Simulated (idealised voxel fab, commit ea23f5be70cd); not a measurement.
Process module in this document: voxel gate over fins
FYI the section here is cut, 295 nm wide, cells are 5 nm squares.
Cross-section format: a grid of square cells, given as bands from top to bottom; each band is one or more rows of cells.
Band entry format. Leading values: height of top, height of bottom, nm. Remainder: materials in left-to-right order, each with its width in nm. Special words: "all across" on a single material, which then fills the band edge to edge; "empty", empty space.
Zero point of the height axis is 0; under it, received wafer = one material. Lowest band: continues down indefinitely, "z 0 and below".
With a width like "30->40", each row of cells in the band differs from the next by the same amount, the top row carrying the first number and the bottom row the second.
You'll sometimes find "identical to before" written for a step, and that's the way of saying that nowhere in the cross-section did a cell change during that step.
This entry, "Enclosed void list", enumerates those empty regions of no fewer than 8 cells that possess no open connection to the top. Each region is reported in the form width x height at distance, the distance being taken from the left edge, with all three quantities expressed in nm.
That trailing text on a step's line, after the settings, is the simulator's own remark on the step.
If you see "overlay nm" on a step's line and that step has a mask, it's telling you how far right of where it was planned the mask ended up; a negative number means it went left instead.
Planned step list for the process
1) RECEIVE: material Si
2) CONFORMAL_DEP: material SiN, thk nm 10
3) MASKED_ETCH: tone cover, mask id FINS, width nm 15, pitch nm 55, etch materials SiN, depth nm 10, overlay nm 0
4) MASKED_ETCH: tone cover, mask id FINS, width nm 15, pitch nm 55, etch materials Si, depth nm 35, overlay nm 0
5) FILL_DEP: material SiO2, thk nm 10
6) CMP: height nm 10
7) PATTERN: tone open, mask id RAIL, material resist, width nm 15, thk nm 15, overlay nm 0
8) DIRECTIONAL_ETCH: etch materials SiO2, depth nm 40
9) STRIP: etch materials resist
10) CONFORMAL_DEP: material TiN, thk nm 5
11) FILL_DEP: material Ru, thk nm 5
12) CMP: height nm 10
13) SELECTIVE_ETCH: etch materials W Ru TiN, depth nm 20
14) FILL_DEP: material SiO2, thk nm 5
15) CMP: height nm 10
16) SELECTIVE_ETCH: etch materials SiO2, depth nm 25
17) STRIP: etch materials SiN
18) CONFORMAL_DEP: material HfO2, thk nm 5
19) CONFORMAL_DEP: material TiN, thk nm 5
20) FILL_DEP: material W, thk nm 10
21) CMP: height nm 15
22) CONFORMAL_DEP: material SiCN, thk nm 10
The plan shows the depth nm of step 13 as the first wafer had it; this setting differs between the wafers, which start out alike.
So this is the first of several wafers, cross-sectioned as it came to us, meaning it's at the end of step 1
	z 0 and below  Si all across
	Enclosed void list: none
First wafer at the end, after step 22
	z 25 to 15  SiCN all across
	z 15 to 10  W all across
	z 10 to 5  W: 100 / TiN: 35 / W: 20 / TiN: 35 / W: 105
	z 5 to 0  W: 100 / TiN: 5 / HfO2: 25 / TiN: 5 / W: 20 / TiN: 5 / HfO2: 25 / TiN: 5 / W: 105
	z 0 to -5  W: 100 / TiN: 5 / HfO2: 5 / Si: 15 / HfO2: 5 / TiN: 30 / HfO2: 5 / Si: 15 / HfO2: 5 / TiN: 5 / W: 105
	z -5 to -10  TiN: 105 / HfO2: 5 / Si: 15 / HfO2: 30 / TiN: 5 / HfO2: 5 / Si: 15 / HfO2: 5 / TiN: 110
	z -10 to -15  HfO2: 110 / Si: 15 / HfO2: 10 / TiN: 5 / Ru: 5 / TiN: 5 / HfO2: 15 / Si: 15 / HfO2: 115
	z -15 to -25  SiO2: 110 / Si: 15 / SiO2: 10 / TiN: 5 / Ru: 5 / TiN: 5 / SiO2: 15 / Si: 15 / SiO2: 115
	z -25 to -30  SiO2: 110 / Si: 15 / SiO2: 10 / TiN: 15 / SiO2: 15 / Si: 15 / SiO2: 115
	z -30 to -35  SiO2: 110 / Si: 15 / SiO2: 40 / Si: 15 / SiO2: 115
	z -35 and below  Si all across
	Enclosed void list: none
Cross-section at module completion, last wafer
	z 25 to 15  SiCN all across
	z 15 to 10  W all across
	z 10 to 5  W: 100 / TiN: 35 / W: 20 / TiN: 35 / W: 105
	z 5 to 0  W: 100 / TiN: 5 / HfO2: 25 / TiN: 5 / W: 20 / TiN: 5 / HfO2: 25 / TiN: 5 / W: 105
	z 0 to -5  W: 100 / TiN: 5 / HfO2: 5 / Si: 15 / HfO2: 5 / TiN: 5 / W: 20 / TiN: 5 / HfO2: 5 / Si: 15 / HfO2: 5 / TiN: 5 / W: 105
	z -5 to -10  TiN: 105 / HfO2: 5 / Si: 15 / HfO2: 5 / TiN: 30 / HfO2: 5 / Si: 15 / HfO2: 5 / TiN: 110
	z -10 to -15  HfO2: 110 / Si: 15 / HfO2: 40 / Si: 15 / HfO2: 115
	z -15 to -35  SiO2: 110 / Si: 15 / SiO2: 40 / Si: 15 / SiO2: 115
	z -35 and below  Si all across
	Enclosed void list: none
For your reference, the table is organized with a row per wafer; each row reflects the wafer at the end of the module, indicating for each material the cells gained (+) or lost (-) since receipt, and thereafter its closed voids
depth nm 20 | +73 HfO2 | +3 Ru | -371 Si | +118 SiCN | +203 SiO2 | +79 TiN | +190 W | Enclosed void list: none
depth nm 25 | +71 HfO2 | +2 Ru | -371 Si | +118 SiCN | +203 SiO2 | +78 TiN | +194 W | Enclosed void list: none
depth nm 30 | +71 HfO2 | +1 Ru | -371 Si | +118 SiCN | +206 SiO2 | +76 TiN | +194 W | Enclosed void list: none
depth nm 35 | +71 HfO2 | -371 Si | +118 SiCN | +209 SiO2 | +74 TiN | +194 W | Enclosed void list: none
depth nm 40 | +71 HfO2 | -371 Si | +118 SiCN | +212 SiO2 | +71 TiN | +194 W | Enclosed void list: none
depth nm 45 | +71 HfO2 | -371 Si | +118 SiCN | +212 SiO2 | +71 TiN | +194 W | Enclosed void list: none
